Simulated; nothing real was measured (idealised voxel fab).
process module | voxel transistor to metal
cross-section cut | 185 nm wide | cells 5 nm
A cross-section is a grid of square cells, given in bands from the top down. A band is one or more rows of cells.
Each band's line starts with the height of the band's top and of its bottom, in nm. Then come its materials from left to right, each with its width in nm. One material with "throughout" fills the band from edge to edge. "air" is empty space.
Height 0 is the level under which the wafer as received is all one material. The lowest band goes on downwards, as in "0 down".
A width such as "30 to 40" changes by the same amount from each row of cells to the next, from the band's top row to its bottom row.
"no change" after a step means that no cell of the cross-section changed.
closed voids: empty space of 8 cells or more with no open way to the top, each as width x height at its distance from the left edge, in nm
after a step's settings: what the simulator itself notes on the step
overlay nm, on a step with a mask: how far to the right of its planned place the mask lay; to the left if negative
plan
1 op RECEIVE | material Si
2 op OXIDIZE | depth nm 5
3 op CONFORMAL_DEP | material SiN | thk nm 10
4 op MASKED_ETCH | tone cover | mask id ACTIVE | width nm 105 | etch materials SiN | depth nm 10 | overlay nm 0
5 op MASKED_ETCH | tone cover | mask id ACTIVE | width nm 105 | etch materials SiO2 | depth nm 5 | overlay nm 0
6 op MASKED_ETCH | tone cover | mask id ACTIVE | width nm 105 | etch materials Si | depth nm 35 | overlay nm 0
7 op FILL_DEP | material SiO2 | thk nm 10
8 op CMP | height nm 10
9 op SELECTIVE_ETCH | etch materials SiO2 | depth nm 10
10 op STRIP | etch materials SiN
11 op SELECTIVE_ETCH | etch materials SiO2 | depth nm 5
12 op OXIDIZE | depth nm 5
13 op DIRECTIONAL_DEP | material polySi | thk nm 25
14 op DIRECTIONAL_DEP | material SiCN | thk nm 10
15 op MASKED_ETCH | tone cover | mask id GATE | width nm 15 | etch materials SiCN | depth nm 20 | overlay nm 0
16 op MASKED_ETCH | tone cover | mask id GATE | width nm 15 | etch materials polySi | depth nm 35 | overlay nm 0
17 op CONFORMAL_DEP | material SiO2 | thk nm 5
18 op DIRECTIONAL_ETCH | etch materials SiO2 | depth nm 5
19 op CONFORMAL_DEP | material SiN | thk nm 10
20 op DIRECTIONAL_ETCH | etch materials SiN | depth nm 10
21 op DIRECTIONAL_ETCH | etch materials SiO2 | depth nm 5
22 op EPI | material SiGe | thk nm 5
23 op FILL_DEP | material SiO2 | thk nm 10
24 op CMP | height nm 30
25 op DIRECTIONAL_DEP | material SiO2 | thk nm 10
26 op DIRECTIONAL_DEP | material aC | thk nm 10
27 op PATTERN | tone open | mask id CONTACT | material resist | width nm 35 | pitch nm 60 | thk nm 25 | overlay nm 0
28 op DIRECTIONAL_ETCH | etch materials aC | depth nm 10
29 op STRIP | etch materials resist
30 op DIRECTIONAL_ETCH | etch materials SiO2 | depth nm 45
31 op STRIP | etch materials aC
32 op CONFORMAL_DEP | material TiN | thk nm 5
33 op FILL_DEP | material Ru | thk nm 10
34 op CMP | height nm 40
35 op CONFORMAL_DEP | material SiN | thk nm 5
36 op DIRECTIONAL_DEP | material SiO2 | thk nm 15
37 op MASKED_ETCH | tone open | mask id METAL_1 | width nm 20 | pitch nm 75 | etch materials SiO2 | depth nm 15 | overlay nm 0
38 op MASKED_ETCH | tone open | mask id METAL_1 | width nm 20 | pitch nm 75 | etch materials SiN | depth nm 5 | overlay nm 0
39 op CONFORMAL_DEP | material TiN | thk nm 5
40 op FILL_DEP | material Ru | thk nm 10
41 op CMP | height nm 60
42 op CONFORMAL_DEP | material SiCN | thk nm 5
43 op DIRECTIONAL_DEP | material SiO2 | thk nm 30
44 op MASKED_ETCH | tone open | mask id METAL_2 | width nm 20 | pitch nm 75 | etch materials SiO2 | depth nm 15 | overlay nm 0
45 op PATTERN | tone open | mask id METAL_2_HOLES | material resist | width nm 15 | pitch nm 75 | thk nm 20 | overlay nm 0
46 op DIRECTIONAL_ETCH | etch materials SiO2 | depth nm 15
47 op DIRECTIONAL_ETCH | etch materials SiCN | depth nm 5
48 op STRIP | etch materials resist
49 op CONFORMAL_DEP | material TiN | thk nm 5
50 op FILL_DEP | material Ru | thk nm 5
51 op CMP | height nm 95
52 op CONFORMAL_DEP | material SiN | thk nm 5
first wafer, as planned
as received, after step 1
  0 down: Si throughout
  closed voids: none
after step 2
  0 to -5: SiO2 throughout
  below -5: unchanged
after step 3
  10 to 0: SiN throughout
  below 0: unchanged
after step 4
  10 to 0: air 40 | SiN 105 | air 40
  below 0: unchanged
after step 5
  10 to 0: air 40 | SiN 105 | air 40
  0 to -5: air 40 | SiO2 105 | air 40
  below -5: unchanged
after step 6
  10 to 0: air 40 | SiN 105 | air 40
  0 to -5: air 40 | SiO2 105 | air 40
  -5 to -40: air 40 | Si 105 | air 40
  below -40: unchanged
after step 7
  20 to 10: SiO2 throughout
  10 to 0: SiO2 40 | SiN 105 | SiO2 40
  0 to -5: SiO2 throughout
  -5 to -40: SiO2 40 | Si 105 | SiO2 40
  below -40: unchanged
after step 8
  10 to 0: SiO2 40 | SiN 105 | SiO2 40
  below 0: unchanged
after step 9
  10 to 0: air 40 | SiN 105 | air 40
  below 0: unchanged
after step 10
  0 to -5: SiO2 throughout
  below -5: unchanged
after step 11
  -5 to -40: SiO2 40 | Si 105 | SiO2 40
  below -40: unchanged
after step 12
  -5 to -10: SiO2 throughout
  below -10: unchanged
after step 13
  20 to -5: polySi throughout
  below -5: unchanged
after step 14
  30 to 20: SiCN throughout
  below 20: unchanged
after step 15
  30 to 20: air 85 | SiCN 15 | air 85
  below 20: unchanged
after step 16
  30 to 20: air 85 | SiCN 15 | air 85
  20 to -5: air 85 | polySi 15 | air 85
  below -5: unchanged
after step 17
  35 to 30: air 80 | SiO2 25 | air 80
  30 to 20: air 80 | SiO2 5 | SiCN 15 | SiO2 5 | air 80
  20 to 0: air 80 | SiO2 5 | polySi 15 | SiO2 5 | air 80
  0 to -5: SiO2 85 | polySi 15 | SiO2 85
  below -5: unchanged
after step 18
  30 to 20: air 80 | SiO2 5 | SiCN 15 | SiO2 5 | air 80
  20 to -5: air 80 | SiO2 5 | polySi 15 | SiO2 5 | air 80
  below -5: unchanged
after step 19
  40 to 30: air 70 | SiN 45 | air 70
  30 to 20: air 70 | SiN 10 | SiO2 5 | SiCN 15 | SiO2 5 | SiN 10 | air 70
  20 to 5: air 70 | SiN 10 | SiO2 5 | polySi 15 | SiO2 5 | SiN 10 | air 70
  5 to -5: SiN 80 | SiO2 5 | polySi 15 | SiO2 5 | SiN 80
  below -5: unchanged
after step 20
  30 to 20: air 70 | SiN 10 | SiO2 5 | SiCN 15 | SiO2 5 | SiN 10 | air 70
  20 to -5: air 70 | SiN 10 | SiO2 5 | polySi 15 | SiO2 5 | SiN 10 | air 70
  below -5: unchanged
after step 21
  30 to 25: air 70 | SiN 10 | air 5 | SiCN 15 | air 5 | SiN 10 | air 70
  25 to 20: air 70 | SiN 10 | SiO2 5 | SiCN 15 | SiO2 5 | SiN 10 | air 70
  20 to -5: air 70 | SiN 10 | SiO2 5 | polySi 15 | SiO2 5 | SiN 10 | air 70
  -5 to -10: air 70 | SiO2 45 | air 70
  below -10: unchanged
after step 22
  30 to 25: air 70 | SiN 10 | air 5 | SiCN 15 | air 5 | SiN 10 | air 70
  25 to 20: air 70 | SiN 10 | SiO2 5 | SiCN 15 | SiO2 5 | SiN 10 | air 70
  20 to -5: air 70 | SiN 10 | SiO2 5 | polySi 15 | SiO2 5 | SiN 10 | air 70
  -5 to -10: air 35 | SiGe 35 | SiO2 45 | SiGe 35 | air 35
  below -10: unchanged
after step 23
  40 to 30: SiO2 throughout
  30 to 20: SiO2 70 | SiN 10 | SiO2 5 | SiCN 15 | SiO2 5 | SiN 10 | SiO2 70
  20 to -5: SiO2 70 | SiN 10 | SiO2 5 | polySi 15 | SiO2 5 | SiN 10 | SiO2 70
  -5 to -10: SiO2 35 | SiGe 35 | SiO2 45 | SiGe 35 | SiO2 35
  below -10: unchanged
after step 24
  30 to 20: SiO2 70 | SiN 10 | SiO2 5 | SiCN 15 | SiO2 5 | SiN 10 | SiO2 70
  below 20: unchanged
after step 25
  40 to 30: SiO2 throughout
  below 30: unchanged
after step 26
  50 to 40: aC throughout
  below 40: unchanged
after step 27
  75 to 50: resist 45 | air 35 | resist 25 | air 35 | resist 45
  below 50: unchanged
after step 28
  65 to 50: resist 45 | air 35 | resist 25 | air 35 | resist 45
  50 to 40: aC 45 | air 35 | aC 25 | air 35 | aC 45
  below 40: unchanged
after step 29
  50 to 40: aC 45 | air 35 | aC 25 | air 35 | aC 45
  below 40: unchanged
after step 30
  50 to 40: aC 45 | air 35 | aC 25 | air 35 | aC 45
  40 to 30: SiO2 45 | air 35 | SiO2 25 | air 35 | SiO2 45
  30 to 20: SiO2 45 | air 25 | SiN 10 | SiO2 5 | SiCN 15 | SiO2 5 | SiN 10 | air 25 | SiO2 45
  20 to -5: SiO2 45 | air 25 | SiN 10 | SiO2 5 | polySi 15 | SiO2 5 | SiN 10 | air 25 | SiO2 45
  below -5: unchanged
after step 31
  40 to 30: SiO2 45 | air 35 | SiO2 25 | air 35 | SiO2 45
  below 30: unchanged
after step 32
  45 to 40: TiN 50 | air 25 | TiN 35 | air 25 | TiN 50
  40 to 30: SiO2 45 | TiN 5 | air 25 to 15 | TiN 5 to 15 | SiO2 25 | TiN 5 to 15 | air 25 to 15 | TiN 5 | SiO2 45
  30 to 20: SiO2 45 | TiN 5 | air 15 | TiN 5 | SiN 10 | SiO2 5 | SiCN 15 | SiO2 5 | SiN 10 | TiN 5 | air 15 | TiN 5 | SiO2 45
  20 to 0: SiO2 45 | TiN 5 | air 15 | TiN 5 | SiN 10 | SiO2 5 | polySi 15 | SiO2 5 | SiN 10 | TiN 5 | air 15 | TiN 5 | SiO2 45
  0 to -5: SiO2 45 | TiN 25 | SiN 10 | SiO2 5 | polySi 15 | SiO2 5 | SiN 10 | TiN 25 | SiO2 45
  below -5: unchanged
after step 33
  55 to 45: Ru throughout
  45 to 40: TiN 50 | Ru 25 | TiN 35 | Ru 25 | TiN 50
  40 to 30: SiO2 45 | TiN 5 | Ru 25 to 15 | TiN 5 to 15 | SiO2 25 | TiN 5 to 15 | Ru 25 to 15 | TiN 5 | SiO2 45
  30 to 20: SiO2 45 | TiN 5 | Ru 15 | TiN 5 | SiN 10 | SiO2 5 | SiCN 15 | SiO2 5 | SiN 10 | TiN 5 | Ru 15 | TiN 5 | SiO2 45
  20 to 0: SiO2 45 | TiN 5 | Ru 15 | TiN 5 | SiN 10 | SiO2 5 | polySi 15 | SiO2 5 | SiN 10 | TiN 5 | Ru 15 | TiN 5 | SiO2 45
  below 0: unchanged
after step 34
  40 to 30: SiO2 45 | TiN 5 | Ru 25 to 15 | TiN 5 to 15 | SiO2 25 | TiN 5 to 15 | Ru 25 to 15 | TiN 5 | SiO2 45
  below 30: unchanged
after step 35
  45 to 40: SiN throughout
  below 40: unchanged
after step 36
  60 to 45: SiO2 throughout
  below 45: unchanged
after step 37
  60 to 45: SiO2 45 | air 20 | SiO2 55 | air 20 | SiO2 45
  below 45: unchanged
after step 38
  60 to 45: SiO2 45 | air 20 | SiO2 55 | air 20 | SiO2 45
  45 to 40: SiN 45 | air 20 | SiN 55 | air 20 | SiN 45
  below 40: unchanged
after step 39
  65 to 60: TiN 50 | air 10 | TiN 65 | air 10 | TiN 50
  60 to 45: SiO2 45 | TiN 5 | air 10 | TiN 5 | SiO2 55 | TiN 5 | air 10 | TiN 5 | SiO2 45
  45 to 40: SiN 45 | TiN 20 | SiN 55 | TiN 20 | SiN 45
  below 40: unchanged
after step 40
  75 to 65: Ru throughout
  65 to 60: TiN 50 | Ru 10 | TiN 65 | Ru 10 | TiN 50
  60 to 45: SiO2 45 | TiN 5 | Ru 10 | TiN 5 | SiO2 55 | TiN 5 | Ru 10 | TiN 5 | SiO2 45
  below 45: unchanged
after step 41
  60 to 45: SiO2 45 | TiN 5 | Ru 10 | TiN 5 | SiO2 55 | TiN 5 | Ru 10 | TiN 5 | SiO2 45
  below 45: unchanged
after step 42
  65 to 60: SiCN throughout
  below 60: unchanged
after step 43
  95 to 65: SiO2 throughout
  below 65: unchanged
after step 44
  95 to 80: SiO2 45 | air 20 | SiO2 55 | air 20 | SiO2 45
  below 80: unchanged
after step 45
  115 to 95: resist 45 | air 15 | resist 60 | air 15 | resist 50
  95 to 80: SiO2 45 | air 15 | resist 5 | SiO2 55 | air 15 | resist 5 | SiO2 45
  below 80: unchanged
after step 46
  115 to 95: resist 45 | air 15 | resist 60 | air 15 | resist 50
  95 to 80: SiO2 45 | air 15 | resist 5 | SiO2 55 | air 15 | resist 5 | SiO2 45
  80 to 65: SiO2 45 | air 15 | SiO2 60 | air 15 | SiO2 50
  below 65: unchanged
after step 47
  115 to 95: resist 45 | air 15 | resist 60 | air 15 | resist 50
  95 to 80: SiO2 45 | air 15 | resist 5 | SiO2 55 | air 15 | resist 5 | SiO2 45
  80 to 65: SiO2 45 | air 15 | SiO2 60 | air 15 | SiO2 50
  65 to 60: SiCN 45 | air 15 | SiCN 60 | air 15 | SiCN 50
  below 60: unchanged
after step 48
  95 to 80: SiO2 45 | air 20 | SiO2 55 | air 20 | SiO2 45
  below 80: unchanged
after step 49
  100 to 95: TiN 50 | air 10 | TiN 65 | air 10 | TiN 50
  95 to 85: SiO2 45 | TiN 5 | air 10 | TiN 5 | SiO2 55 | TiN 5 | air 10 | TiN 5 | SiO2 45
  85 to 80: SiO2 45 | TiN 5 | air 5 | TiN 10 | SiO2 55 | TiN 5 | air 5 | TiN 10 | SiO2 45
  80 to 65: SiO2 45 | TiN 5 | air 5 | TiN 5 | SiO2 60 | TiN 5 | air 5 | TiN 5 | SiO2 50
  65 to 60: SiCN 45 | TiN 15 | SiCN 60 | TiN 15 | SiCN 50
  below 60: unchanged
after step 50
  105 to 100: Ru throughout
  100 to 95: TiN 50 | Ru 10 | TiN 65 | Ru 10 | TiN 50
  95 to 85: SiO2 45 | TiN 5 | Ru 10 | TiN 5 | SiO2 55 | TiN 5 | Ru 10 | TiN 5 | SiO2 45
  85 to 80: SiO2 45 | TiN 5 | Ru 5 | TiN 10 | SiO2 55 | TiN 5 | Ru 5 | TiN 10 | SiO2 45
  80 to 65: SiO2 45 | TiN 5 | Ru 5 | TiN 5 | SiO2 60 | TiN 5 | Ru 5 | TiN 5 | SiO2 50
  below 65: unchanged
after step 51
  95 to 85: SiO2 45 | TiN 5 | Ru 10 | TiN 5 | SiO2 55 | TiN 5 | Ru 10 | TiN 5 | SiO2 45
  below 85: unchanged
after step 52
  100 to 95: SiN throughout
  below 95: unchanged
second wafer: like start, like plan, one mistake. Through step 33 it matches the first wafer
when step 34 should have ended
  45 to 40: TiN 50 | Ru 25 | TiN 35 | Ru 25 | TiN 50
  below 40: unchanged
when step 35 should have ended
  50 to 45: SiN throughout
  below 45: unchanged
when step 36 should have ended
  65 to 50: SiO2 throughout
  below 50: unchanged
when step 37 should have ended
  65 to 50: SiO2 45 | air 20 | SiO2 55 | air 20 | SiO2 45
  below 50: unchanged
when step 38 should have ended
  65 to 50: SiO2 45 | air 20 | SiO2 55 | air 20 | SiO2 45
  50 to 45: SiN 45 | air 20 | SiN 55 | air 20 | SiN 45
  below 45: unchanged
when step 39 should have ended
  70 to 65: TiN 50 | air 10 | TiN 65 | air 10 | TiN 50
  65 to 50: SiO2 45 | TiN 5 | air 10 | TiN 5 | SiO2 55 | TiN 5 | air 10 | TiN 5 | SiO2 45
  50 to 45: SiN 45 | TiN 20 | SiN 55 | TiN 20 | SiN 45
  below 45: unchanged
when step 40 should have ended
  80 to 70: Ru throughout
  70 to 65: TiN 50 | Ru 10 | TiN 65 | Ru 10 | TiN 50
  65 to 50: SiO2 45 | TiN 5 | Ru 10 | TiN 5 | SiO2 55 | TiN 5 | Ru 10 | TiN 5 | SiO2 45
  below 50: unchanged
when step 41 should have ended
  60 to 50: SiO2 45 | TiN 5 | Ru 10 | TiN 5 | SiO2 55 | TiN 5 | Ru 10 | TiN 5 | SiO2 45
  below 50: unchanged
when step 42 should have ended
  65 to 60: SiCN throughout
  below 60: unchanged
when step 43 should have ended
  95 to 65: SiO2 throughout
  below 65: unchanged
when step 44 should have ended
  95 to 80: SiO2 45 | air 20 | SiO2 55 | air 20 | SiO2 45
  below 80: unchanged
when step 45 should have ended
  115 to 95: resist 45 | air 15 | resist 60 | air 15 | resist 50
  95 to 80: SiO2 45 | air 15 | resist 5 | SiO2 55 | air 15 | resist 5 | SiO2 45
  below 80: unchanged
when step 46 should have ended
  115 to 95: resist 45 | air 15 | resist 60 | air 15 | resist 50
  95 to 80: SiO2 45 | air 15 | resist 5 | SiO2 55 | air 15 | resist 5 | SiO2 45
  80 to 65: SiO2 45 | air 15 | SiO2 60 | air 15 | SiO2 50
  below 65: unchanged
when step 47 should have ended
  115 to 95: resist 45 | air 15 | resist 60 | air 15 | resist 50
  95 to 80: SiO2 45 | air 15 | resist 5 | SiO2 55 | air 15 | resist 5 | SiO2 45
  80 to 65: SiO2 45 | air 15 | SiO2 60 | air 15 | SiO2 50
  65 to 60: SiCN 45 | air 15 | SiCN 60 | air 15 | SiCN 50
  below 60: unchanged
when step 48 should have ended
  95 to 80: SiO2 45 | air 20 | SiO2 55 | air 20 | SiO2 45
  below 80: unchanged
when step 49 should have ended
  100 to 95: TiN 50 | air 10 | TiN 65 | air 10 | TiN 50
  95 to 85: SiO2 45 | TiN 5 | air 10 | TiN 5 | SiO2 55 | TiN 5 | air 10 | TiN 5 | SiO2 45
  85 to 80: SiO2 45 | TiN 5 | air 5 | TiN 10 | SiO2 55 | TiN 5 | air 5 | TiN 10 | SiO2 45
  80 to 65: SiO2 45 | TiN 5 | air 5 | TiN 5 | SiO2 60 | TiN 5 | air 5 | TiN 5 | SiO2 50
  65 to 60: SiCN 45 | TiN 15 | SiCN 60 | TiN 15 | SiCN 50
  below 60: unchanged
when step 50 should have ended
  105 to 100: Ru throughout
  100 to 95: TiN 50 | Ru 10 | TiN 65 | Ru 10 | TiN 50
  95 to 85: SiO2 45 | TiN 5 | Ru 10 | TiN 5 | SiO2 55 | TiN 5 | Ru 10 | TiN 5 | SiO2 45
  85 to 80: SiO2 45 | TiN 5 | Ru 5 | TiN 10 | SiO2 55 | TiN 5 | Ru 5 | TiN 10 | SiO2 45
  80 to 65: SiO2 45 | TiN 5 | Ru 5 | TiN 5 | SiO2 60 | TiN 5 | Ru 5 | TiN 5 | SiO2 50
  below 65: unchanged
when step 51 should have ended
  95 to 85: SiO2 45 | TiN 5 | Ru 10 | TiN 5 | SiO2 55 | TiN 5 | Ru 10 | TiN 5 | SiO2 45
  below 85: unchanged
when step 52 should have ended
  100 to 95: SiN throughout
  below 95: unchanged
what went wrong: step 34 ran as: op CMP | height nm 45
at the end the second wafer has, in cells: 6 more of Ru | 29 fewer of SiO2 | 23 more of TiN
